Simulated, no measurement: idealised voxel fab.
Process module, titled voxel ribs on slabs
Displayed cross-section: cut, width of 170 nm, square cells sized 5 nm.
A cross-section is written here as square cells arranged in a grid, and it is given in bands from the top down, each band taking up one or more rows of cells.
Top height, bottom height, nm. Materials left to right, width each, nm. Single material + "everywhere" = fills band edge to edge. "air" = empty.
Heights are reckoned from 0. Under this level, the received wafer is all of one material. The bottommost band is open-ended downward, for example "0 down".
You'd read "30..40" like this: the band's top row of cells is as wide as the first number, its bottom row is as wide as the second, and going down, every row changes width by the same amount as the row before did.
Key: "remained the same" - step with no changed cell in the cross-section.
Empty spaces counting at least 8 cells and having no open way to the top are listed in "Voids, sealed". The notation width x height at distance is used for each, the distance being from the left edge and all three values in nm.
What comes after the settings on a step's line is commentary from the simulator itself on that step.
For masked steps, "overlay nm" on the step line gives how far right of plan the mask actually lay; a minus sign means it lay to the left.

Below is the list of planned process steps:
1,RECEIVE with material Si
2,DIRECTIONAL_DEP with material SiO2, thk nm 30
3,DIRECTIONAL_DEP with material polySi, thk nm 25
4,MASKED_ETCH with tone cover, mask id RIB, width nm 30, etch materials polySi, depth nm 15, overlay nm 0
5,DIRECTIONAL_DEP with material aC, thk nm 10
6,PATTERN with tone cover, mask id SLAB, material resist, width nm 80, thk nm 25, overlay nm 0
7,DIRECTIONAL_ETCH with etch materials aC, depth nm 10
8,STRIP with etch materials resist
9,DIRECTIONAL_ETCH with etch materials polySi, depth nm 10
10,STRIP with etch materials aC
11,FILL_DEP with material SiO2, thk nm 15
12,CMP with height nm 65
13,DIRECTIONAL_DEP with material TiN, thk nm 10
14,PATTERN with tone cover, mask id HEATER, material resist, width nm 40, thk nm 15, overlay nm 0
15,DIRECTIONAL_ETCH with etch materials TiN, depth nm 10
16,STRIP with etch materials resist
17,CONFORMAL_DEP with material SiO2, thk nm 10

The first of two wafers, run as planned:

This is the cross-section of the wafer as we received it, i.e. after step 1:
	0 down  Si everywhere
	Voids, sealed: none

Cross-section of the wafer subsequent to step 2:
	30 to 0  SiO2 everywhere
	Lower than 0, everything is as it was.

Cross-section of the wafer subsequent to step 3:
	55 to 30  polySi everywhere
	Lower than 30, everything is as it was.

Cross-section of the wafer subsequent to step 4:
	55 to 40  air 70 / polySi 30 / air 70
	Lower than 40, everything is as it was.

Cross-section of the wafer subsequent to step 5:
	65 to 55  air 70 / aC 30 / air 70
	55 to 50  air 70 / polySi 30 / air 70
	50 to 40  aC 70 / polySi 30 / aC 70
	Lower than 40, everything is as it was.

Cross-section of the wafer subsequent to step 6:
	90 to 65  air 45 / resist 80 / air 45
	65 to 55  air 45 / resist 25 / aC 30 / resist 25 / air 45
	55 to 50  air 45 / resist 25 / polySi 30 / resist 25 / air 45
	Lower than 50, everything is as it was.

Cross-section of the wafer subsequent to step 7:
	80 to 65  air 45 / resist 80 / air 45
	65 to 55  air 45 / resist 25 / aC 30 / resist 25 / air 45
	55 to 50  air 45 / resist 25 / polySi 30 / resist 25 / air 45
	50 to 40  air 45 / aC 25 / polySi 30 / aC 25 / air 45
	Lower than 40, everything is as it was.

Cross-section of the wafer subsequent to step 8:
	65 to 55  air 70 / aC 30 / air 70
	55 to 50  air 70 / polySi 30 / air 70
	Lower than 50, everything is as it was.

Cross-section of the wafer subsequent to step 9:
	65 to 55  air 70 / aC 30 / air 70
	55 to 50  air 70 / polySi 30 / air 70
	50 to 40  air 45 / aC 25 / polySi 30 / aC 25 / air 45
	40 to 30  air 45 / polySi 80 / air 45
	Lower than 30, everything is as it was.

Cross-section of the wafer subsequent to step 10:
	55 to 40  air 70 / polySi 30 / air 70
	Lower than 40, everything is as it was.

Cross-section of the wafer subsequent to step 11:
	70 to 55  SiO2 everywhere
	55 to 40  SiO2 70 / polySi 30 / SiO2 70
	40 to 30  SiO2 45 / polySi 80 / SiO2 45
	Lower than 30, everything is as it was.

Cross-section of the wafer subsequent to step 12:
	65 to 55  SiO2 everywhere
	Lower than 55, everything is as it was.

Cross-section of the wafer subsequent to step 13:
	75 to 65  TiN everywhere
	Lower than 65, everything is as it was.

Cross-section of the wafer subsequent to step 14:
	90 to 75  air 65 / resist 40 / air 65
	Lower than 75, everything is as it was.

Cross-section of the wafer subsequent to step 15:
	90 to 75  air 65 / resist 40 / air 65
	75 to 65  air 65 / TiN 40 / air 65
	Lower than 65, everything is as it was.

Cross-section of the wafer subsequent to step 16:
	75 to 65  air 65 / TiN 40 / air 65
	Lower than 65, everything is as it was.

Cross-section of the wafer subsequent to step 17:
	85 to 75  air 55 / SiO2 60 / air 55
	75 to 65  SiO2 65 / TiN 40 / SiO2 65
	Lower than 65, everything is as it was.

For the second wafer, take the first wafer's start and plan, then add one mistake made in running it; everything through step 16, that step included, is shared with the first:

Second wafer at the planned finish of step 17, seen in cross-section:
	85 to 75  air 55 / polySi 60 / air 55
	75 to 65  polySi 65 / TiN 40 / polySi 65
	Lower than 65, everything is as it was.
Which mistake was made when the wafer was run? for step 17, the planned setting was not used; the step was instead run as CONFORMAL_DEP with material polySi, thk nm 10
Per the end-of-run cell counts, the second wafer holds more or fewer of some materials than the first: -76 SiO2, +76 polySi
